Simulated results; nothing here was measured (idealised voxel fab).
Proc. module: voxel tone inversion
cross-section cut | 300 nm wide | cells 5 nm
Just so we're on the same page, the cross-sections are grids of square cells, and they're listed out in bands top to bottom, each band one or more rows deep.
The band entry comprises the height of the band's top followed by the height of its bottom, expressed in nm, and subsequently the band's materials from left to right, each stated together with its width in nm. Where a single material is marked with the word "throughout", that material fills the band from edge to edge. The word "blank" represents empty space.
Heights are reckoned from 0. Under this level, the received wafer is all of one material. The bottommost band is open-ended downward, for example "from 0 down".
Note: "30 to 40" means the width goes from the first number (top row of the band) to the second number (bottom row) in equal steps per row of cells.
Any step labelled "no modifications" changed none of the cells in the cross-section.
"Closed void table" specifies each empty space that is not open to the top and that occupies no fewer than 8 cells, using the form width x height at distance, the distance measured from the left edge and all three quantities in nm.
Formally, on a step line, whatever follows the settings is a remark that the simulator itself makes on the step.
overlay nm: on a step with a mask, how far right of its planned place the mask lay; negative means left.

PROCESS STEPS (PLANNED)
1. RECEIVE, material Si
2. CONFORMAL_DEP, material SiCN, thk nm 10
3. DIRECTIONAL_DEP, material polySi, thk nm 15
4. PATTERN, tone cover, mask id POSTS, material resist, width nm 20, pitch nm 35, thk nm 20, overlay nm -15
5. DIRECTIONAL_ETCH, etch materials polySi, depth nm 15
6. STRIP, etch materials resist
7. FILL_DEP, material lowk, thk nm 5
8. CMP, height nm 25
9. STRIP, etch materials polySi
The plan's step 4 overlay nm is the first wafer's value; the wafers differ in this setting and start identical.

RECEIVED WAFERS, FIRST OF SEVERAL: CROSS-SECTION AFTER STEP 1
from 0 down: Si throughout
Closed void table: none

THE FIGURE BELOW PRESENTS A CROSS-SECTION OF THE FIRST OF SEVERAL WAFERS AT THE CONCLUSION OF THE MODULE, FOLLOWING ITS LAST STEP, STEP 9
from 25 to 10: lowk 70 | blank 20 | lowk 15 | blank 20 | lowk 15 | blank 20 | lowk 15 | blank 20 | lowk 105
from 10 to 0: SiCN throughout
from 0 down: Si throughout
Closed void table: none

LAST WAFER OF THE SET, CROSS-SECTIONED AT END OF MODULE
from 25 to 10: lowk 100 | blank 20 | lowk 15 | blank 20 | lowk 15 | blank 20 | lowk 15 | blank 20 | lowk 75
from 10 to 0: SiCN throughout
from 0 down: Si throughout
Closed void table: none

THE ROWS OF THE TABLE BELOW ARE WAFERS. LOOKING AT THE END OF THE MODULE, A ROW COUNTS, FOR EVERY MATERIAL, THE CELLS THE WAFER HAS GAINED, SHOWN AS (+), OR LOST, SHOWN AS (-), SINCE IT WAS RECEIVED; ITS CLOSED VOIDS COME NEXT
overlay nm -15, +120 SiCN, +132 lowk, Closed void table: none
overlay nm -10, +120 SiCN, +132 lowk, Closed void table: none
overlay nm -5, +120 SiCN, +132 lowk, Closed void table: none
overlay nm 0, +120 SiCN, +132 lowk, Closed void table: none
overlay nm 5, +120 SiCN, +132 lowk, Closed void table: none
overlay nm 10, +120 SiCN, +132 lowk, Closed void table: none
overlay nm 15, +120 SiCN, +132 lowk, Closed void table: none
